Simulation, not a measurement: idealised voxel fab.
Process module, titled voxel plated lines
In the cross-section labelled cut, the width is 270 nm and each square cell is 5 nm.
Cross-section layout: square cells on a grid; listed as bands, top to bottom; a band spans one or more cell rows. Band: top height; bottom height; in nm. Then, left to right: material with width in nm, for each material. "everywhere": a single material spanning edge to edge. "air": empty space. Convention: height 0 is the level below which the wafer, as received, is all one material. The lowest band does not terminate at the bottom but continues downward, represented as "0..down". You'd read "30->40" like this: the band's top row of cells is as wide as the first number, its bottom row is as wide as the second, and going down, every row changes width by the same amount as the row before did. Any step labelled "no modification" changed none of the cells in the cross-section. Basically, "Unvented internal voids" tells you about the enclosed voids: empty spaces with no open way to the top, 8 cells or bigger, each written width x height at distance, where distance is from the left edge, all in nm. It should be noted that, on the line of a given step, the content following the step's settings is a remark produced by the simulator itself with respect to that step. The setting "overlay nm" may be written on the line of a step. When the step uses a mask, the value reports how far to the right of the planned place the mask lay, and a negative value reports that it lay to the left.
Steps in the process plan:
step 1: RECEIVE,material Si
step 2: CONFORMAL_DEP,material SiN,thk nm 5
step 3: DIRECTIONAL_DEP,material TiN,thk nm 5
step 4: PATTERN,tone open,mask id LINES,material resist,width nm 20,pitch nm 40,thk nm 20,overlay nm 0
step 5: EPI,material Ru,thk nm 5
step 6: STRIP,etch materials resist
step 7: DIRECTIONAL_ETCH,etch materials TiN,depth nm 5
step 8: CONFORMAL_DEP,material SiCN,thk nm 5
First wafer of two (run as planned):
Received-state cross-section, reflecting completion of step 1:
0..down = Si everywhere
Unvented internal voids: none
Once step 2 is through, the wafer looks like this in cross-section:
5..0 = SiN everywhere
Whatever lies below 0 is exactly as it was before.
Once step 3 is through, the wafer looks like this in cross-section:
10..5 = TiN everywhere
Whatever lies below 5 is exactly as it was before.
Once step 4 is through, the wafer looks like this in cross-section:
30..10 = 105 resist | 20 air | 20 resist | 20 air | 105 resist
Whatever lies below 10 is exactly as it was before.
Once step 5 is through, the wafer looks like this in cross-section:
30..15 = 105 resist | 20 air | 20 resist | 20 air | 105 resist
15..10 = 105 resist | 20 Ru | 20 resist | 20 Ru | 105 resist
Whatever lies below 10 is exactly as it was before.
Once step 6 is through, the wafer looks like this in cross-section:
15..10 = 105 air | 20 Ru | 20 air | 20 Ru | 105 air
Whatever lies below 10 is exactly as it was before.
Once step 7 is through, the wafer looks like this in cross-section:
15..10 = 105 air | 20 Ru | 20 air | 20 Ru | 105 air
10..5 = 105 air | 20 TiN | 20 air | 20 TiN | 105 air
Whatever lies below 5 is exactly as it was before.
Once step 8 is through, the wafer looks like this in cross-section:
20..15 = 100 air | 30 SiCN | 10 air | 30 SiCN | 100 air
15..10 = 100 air | 5 SiCN | 20 Ru | 5 SiCN | 10 air | 5 SiCN | 20 Ru | 5 SiCN | 100 air
10..5 = 105 SiCN | 20 TiN | 20 SiCN | 20 TiN | 105 SiCN
Whatever lies below 5 is exactly as it was before.
Second wafer, same starting state and plan as the first, one mistake in the run, identical through step 1:
when step 2 should have ended: no modification
When step 3 should have ended:
5..0 = TiN everywhere
Whatever lies below 0 is exactly as it was before.
When step 4 should have ended:
25..5 = 105 resist | 20 air | 20 resist | 20 air | 105 resist
Whatever lies below 5 is exactly as it was before.
When step 5 should have ended:
25..10 = 105 resist | 20 air | 20 resist | 20 air | 105 resist
10..5 = 105 resist | 20 Ru | 20 resist | 20 Ru | 105 resist
Whatever lies below 5 is exactly as it was before.
When step 6 should have ended:
10..5 = 105 air | 20 Ru | 20 air | 20 Ru | 105 air
Whatever lies below 5 is exactly as it was before.
When step 7 should have ended:
10..5 = 105 air | 20 Ru | 20 air | 20 Ru | 105 air
5..0 = 105 air | 20 TiN | 20 air | 20 TiN | 105 air
Whatever lies below 0 is exactly as it was before.
When step 8 should have ended:
15..10 = 100 air | 30 SiCN | 10 air | 30 SiCN | 100 air
10..5 = 100 air | 5 SiCN | 20 Ru | 5 SiCN | 10 air | 5 SiCN | 20 Ru | 5 SiCN | 100 air
5..0 = 105 SiCN | 20 TiN | 20 SiCN | 20 TiN | 105 SiCN
Whatever lies below 0 is exactly as it was before.
Which mistake was made when the wafer was run? plan step 2 was not performed, having been skipped
Final tally in cells, some materials are higher or lower on the second wafer than on the first: -54 SiN
